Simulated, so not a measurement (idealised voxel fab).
The following process module bears the name voxel wiring stack.
Pictured: cross-section cut, 180 nm wide, on a grid of 5 nm square cells.
A cross-section is a grid of square cells, given in bands from the top down. A band is one or more rows of cells.
Top, bottom (nm), then materials left to right with widths (nm); lone material tagged "everywhere" fills the whole band edge to edge; "air" = empty space.
Height datum 0, below which the as-received substrate wafer is one material. Lowest band open at the bottom, running downward: "0 and below".
The width entry "30 to 40" should be interpreted row by row: the top row of cells in the band takes the first number, the bottom row takes the second number, and the change between adjacent rows is uniform throughout.
Given "no change occurred" for a step, no cell of the cross-section differs between before and after that step.
Any empty space of 8 cells or more lacking an open way to the top shows up in "Sealed cavities" as width x height at distance, distance from the left edge, in nm.
Formally, on a step line, whatever follows the settings is a remark that the simulator itself makes on the step.
What "overlay nm" on a step's line means: if the step has a mask, that mask lay this far to the right of its planned place, or, when the value is negative, to the left.

**The steps planned for the process are as follows**
1 RECEIVE with material Si
2 CONFORMAL_DEP with material SiO2, thk nm 15
3 DIRECTIONAL_DEP with material TiN, thk nm 5
4 DIRECTIONAL_DEP with material W, thk nm 20
5 DIRECTIONAL_DEP with material aC, thk nm 10
6 PATTERN with tone cover, mask id METAL_1, material resist, width nm 30, pitch nm 60, thk nm 25, overlay nm 0
7 DIRECTIONAL_ETCH with etch materials aC, depth nm 10
8 STRIP with etch materials resist
9 DIRECTIONAL_ETCH with etch materials W, depth nm 20
10 DIRECTIONAL_ETCH with etch materials TiN, depth nm 5
11 STRIP with etch materials aC
12 FILL_DEP with material lowk, thk nm 5
13 CMP with height nm 40
14 CONFORMAL_DEP with material SiCN, thk nm 5
15 DIRECTIONAL_DEP with material SiO2, thk nm 20
16 DIRECTIONAL_DEP with material aC, thk nm 15
17 PATTERN with tone open, mask id PLUG_1, material resist, width nm 15, pitch nm 60, thk nm 35, overlay nm 0
18 DIRECTIONAL_ETCH with etch materials aC, depth nm 15
19 STRIP with etch materials resist
20 DIRECTIONAL_ETCH with etch materials SiO2, depth nm 20
21 DIRECTIONAL_ETCH with etch materials SiCN, depth nm 5
22 STRIP with etch materials aC
23 EPI with material Ru, thk nm 10
24 EPI with material Ru, thk nm 10
25 EPI with material Ru, thk nm 5
26 DIRECTIONAL_DEP with material TiN, thk nm 5
27 DIRECTIONAL_DEP with material Ru, thk nm 15
28 MASKED_ETCH with tone cover, mask id METAL_2, width nm 30, pitch nm 60, etch materials Ru, depth nm 15, overlay nm 0
29 MASKED_ETCH with tone cover, mask id METAL_2, width nm 30, pitch nm 60, etch materials TiN, depth nm 5, overlay nm 0
30 CONFORMAL_DEP with material SiCN, thk nm 5
31 FILL_DEP with material lowk, thk nm 5
32 CMP with height nm 85
33 CONFORMAL_DEP with material SiCN, thk nm 5

**First wafer of two (run as planned)**

**Cross-section of the wafer as it came to us, i.e., already through step 1**
    0 and below = Si everywhere
    Sealed cavities: none

**After step 2, in cross-section**
    15 down to 0 = SiO2 everywhere
    At heights below 0, the structure remains unaltered.

**After step 3, in cross-section**
    20 down to 15 = TiN everywhere
    At heights below 15, the structure remains unaltered.

**After step 4, in cross-section**
    40 down to 20 = W everywhere
    At heights below 20, the structure remains unaltered.

**After step 5, in cross-section**
    50 down to 40 = aC everywhere
    At heights below 40, the structure remains unaltered.

**After step 6, in cross-section**
    75 down to 50 = air (15), then resist (30), then air (30), then resist (30), then air (30), then resist (30), then air (15)
    At heights below 50, the structure remains unaltered.

**After step 7, in cross-section**
    65 down to 50 = air (15), then resist (30), then air (30), then resist (30), then air (30), then resist (30), then air (15)
    50 down to 40 = air (15), then aC (30), then air (30), then aC (30), then air (30), then aC (30), then air (15)
    At heights below 40, the structure remains unaltered.

**After step 8, in cross-section**
    50 down to 40 = air (15), then aC (30), then air (30), then aC (30), then air (30), then aC (30), then air (15)
    At heights below 40, the structure remains unaltered.

**After step 9, in cross-section**
    50 down to 40 = air (15), then aC (30), then air (30), then aC (30), then air (30), then aC (30), then air (15)
    40 down to 20 = air (15), then W (30), then air (30), then W (30), then air (30), then W (30), then air (15)
    At heights below 20, the structure remains unaltered.

**After step 10, in cross-section**
    50 down to 40 = air (15), then aC (30), then air (30), then aC (30), then air (30), then aC (30), then air (15)
    40 down to 20 = air (15), then W (30), then air (30), then W (30), then air (30), then W (30), then air (15)
    20 down to 15 = air (15), then TiN (30), then air (30), then TiN (30), then air (30), then TiN (30), then air (15)
    At heights below 15, the structure remains unaltered.

**After step 11, in cross-section**
    40 down to 20 = air (15), then W (30), then air (30), then W (30), then air (30), then W (30), then air (15)
    At heights below 20, the structure remains unaltered.

**After step 12, in cross-section**
    45 down to 40 = lowk everywhere
    40 down to 20 = lowk (15), then W (30), then lowk (30), then W (30), then lowk (30), then W (30), then lowk (15)
    20 down to 15 = lowk (15), then TiN (30), then lowk (30), then TiN (30), then lowk (30), then TiN (30), then lowk (15)
    At heights below 15, the structure remains unaltered.

**After step 13, in cross-section**
    40 down to 20 = lowk (15), then W (30), then lowk (30), then W (30), then lowk (30), then W (30), then lowk (15)
    At heights below 20, the structure remains unaltered.

**After step 14, in cross-section**
    45 down to 40 = SiCN everywhere
    At heights below 40, the structure remains unaltered.

**After step 15, in cross-section**
    65 down to 45 = SiO2 everywhere
    At heights below 45, the structure remains unaltered.

**After step 16, in cross-section**
    80 down to 65 = aC everywhere
    At heights below 65, the structure remains unaltered.

**After step 17, in cross-section**
    115 down to 80 = resist (15), then air (15), then resist (45), then air (15), then resist (45), then air (15), then resist (30)
    At heights below 80, the structure remains unaltered.

**After step 18, in cross-section**
    100 down to 80 = resist (15), then air (15), then resist (45), then air (15), then resist (45), then air (15), then resist (30)
    80 down to 65 = aC (15), then air (15), then aC (45), then air (15), then aC (45), then air (15), then aC (30)
    At heights below 65, the structure remains unaltered.

**After step 19, in cross-section**
    80 down to 65 = aC (15), then air (15), then aC (45), then air (15), then aC (45), then air (15), then aC (30)
    At heights below 65, the structure remains unaltered.

**After step 20, in cross-section**
    80 down to 65 = aC (15), then air (15), then aC (45), then air (15), then aC (45), then air (15), then aC (30)
    65 down to 45 = SiO2 (15), then air (15), then SiO2 (45), then air (15), then SiO2 (45), then air (15), then SiO2 (30)
    At heights below 45, the structure remains unaltered.

**After step 21, in cross-section**
    80 down to 65 = aC (15), then air (15), then aC (45), then air (15), then aC (45), then air (15), then aC (30)
    65 down to 45 = SiO2 (15), then air (15), then SiO2 (45), then air (15), then SiO2 (45), then air (15), then SiO2 (30)
    45 down to 40 = SiCN (15), then air (15), then SiCN (45), then air (15), then SiCN (45), then air (15), then SiCN (30)
    At heights below 40, the structure remains unaltered.

**After step 22, in cross-section**
    65 down to 45 = SiO2 (15), then air (15), then SiO2 (45), then air (15), then SiO2 (45), then air (15), then SiO2 (30)
    At heights below 45, the structure remains unaltered.

**After step 23, in cross-section**
    65 down to 50 = SiO2 (15), then air (15), then SiO2 (45), then air (15), then SiO2 (45), then air (15), then SiO2 (30)
    50 down to 45 = SiO2 (15), then Ru (15), then SiO2 (45), then Ru (15), then SiO2 (45), then Ru (15), then SiO2 (30)
    45 down to 40 = SiCN (15), then Ru (15), then SiCN (45), then Ru (15), then SiCN (45), then Ru (15), then SiCN (30)
    At heights below 40, the structure remains unaltered.

**After step 24, in cross-section**
    65 down to 60 = SiO2 (15), then air (15), then SiO2 (45), then air (15), then SiO2 (45), then air (15), then SiO2 (30)
    60 down to 45 = SiO2 (15), then Ru (15), then SiO2 (45), then Ru (15), then SiO2 (45), then Ru (15), then SiO2 (30)
    At heights below 45, the structure remains unaltered.

**After step 25, in cross-section**
    65 down to 45 = SiO2 (15), then Ru (15), then SiO2 (45), then Ru (15), then SiO2 (45), then Ru (15), then SiO2 (30)
    At heights below 45, the structure remains unaltered.

**After step 26, in cross-section**
    70 down to 65 = TiN everywhere
    At heights below 65, the structure remains unaltered.

**After step 27, in cross-section**
    85 down to 70 = Ru everywhere
    At heights below 70, the structure remains unaltered.

**After step 28, in cross-section**
    85 down to 70 = air (15), then Ru (30), then air (30), then Ru (30), then air (30), then Ru (30), then air (15)
    At heights below 70, the structure remains unaltered.

**After step 29, in cross-section**
    85 down to 70 = air (15), then Ru (30), then air (30), then Ru (30), then air (30), then Ru (30), then air (15)
    70 down to 65 = air (15), then TiN (30), then air (30), then TiN (30), then air (30), then TiN (30), then air (15)
    At heights below 65, the structure remains unaltered.

**After step 30, in cross-section**
    90 down to 85 = air (10), then SiCN (40), then air (20), then SiCN (40), then air (20), then SiCN (40), then air (10)
    85 down to 70 = air (10), then SiCN (5), then Ru (30), then SiCN (5), then air (20), then SiCN (5), then Ru (30), then SiCN (5), then air (20), then SiCN (5), then Ru (30), then SiCN (5), then air (10)
    70 down to 65 = SiCN (15), then TiN (30), then SiCN (30), then TiN (30), then SiCN (30), then TiN (30), then SiCN (15)
    At heights below 65, the structure remains unaltered.

**After step 31, in cross-section**
    95 down to 90 = lowk everywhere
    90 down to 85 = lowk (10), then SiCN (40), then lowk (20), then SiCN (40), then lowk (20), then SiCN (40), then lowk (10)
    85 down to 70 = lowk (10), then SiCN (5), then Ru (30), then SiCN (5), then lowk (20), then SiCN (5), then Ru (30), then SiCN (5), then lowk (20), then SiCN (5), then Ru (30), then SiCN (5), then lowk (10)
    At heights below 70, the structure remains unaltered.

**After step 32, in cross-section**
    85 down to 70 = lowk (10), then SiCN (5), then Ru (30), then SiCN (5), then lowk (20), then SiCN (5), then Ru (30), then SiCN (5), then lowk (20), then SiCN (5), then Ru (30), then SiCN (5), then lowk (10)
    At heights below 70, the structure remains unaltered.

**After step 33, in cross-section**
    90 down to 85 = SiCN everywhere
    At heights below 85, the structure remains unaltered.

**Second of two: same start, same plan, one run error; steps up to and including 26 match the first**

**when step 27 should have ended**
    75 down to 70 = Ru everywhere
    At heights below 70, the structure remains unaltered.

**when step 28 should have ended**
    75 down to 70 = air (15), then Ru (30), then air (30), then Ru (30), then air (30), then Ru (30), then air (15)
    At heights below 70, the structure remains unaltered.

**when step 29 should have ended**
    75 down to 70 = air (15), then Ru (30), then air (30), then Ru (30), then air (30), then Ru (30), then air (15)
    70 down to 65 = air (15), then TiN (30), then air (30), then TiN (30), then air (30), then TiN (30), then air (15)
    At heights below 65, the structure remains unaltered.

**when step 30 should have ended**
    80 down to 75 = air (10), then SiCN (40), then air (20), then SiCN (40), then air (20), then SiCN (40), then air (10)
    75 down to 70 = air (10), then SiCN (5), then Ru (30), then SiCN (5), then air (20), then SiCN (5), then Ru (30), then SiCN (5), then air (20), then SiCN (5), then Ru (30), then SiCN (5), then air (10)
    70 down to 65 = SiCN (15), then TiN (30), then SiCN (30), then TiN (30), then SiCN (30), then TiN (30), then SiCN (15)
    At heights below 65, the structure remains unaltered.

**when step 31 should have ended**
    85 down to 80 = lowk everywhere
    80 down to 75 = lowk (10), then SiCN (40), then lowk (20), then SiCN (40), then lowk (20), then SiCN (40), then lowk (10)
    75 down to 70 = lowk (10), then SiCN (5), then Ru (30), then SiCN (5), then lowk (20), then SiCN (5), then Ru (30), then SiCN (5), then lowk (20), then SiCN (5), then Ru (30), then SiCN (5), then lowk (10)
    At heights below 70, the structure remains unaltered.

when step 32 should have ended: no change occurred

**when step 33 should have ended**
    90 down to 85 = SiCN everywhere
    At heights below 85, the structure remains unaltered.
Which mistake was made when the wafer was run? step 27: run off-plan, actual operation and settings DIRECTIONAL_DEP with material Ru, thk nm 5
The second wafer ends with more or fewer cells of some materials than the first, per final count: Ru -36, SiCN +12, lowk +24
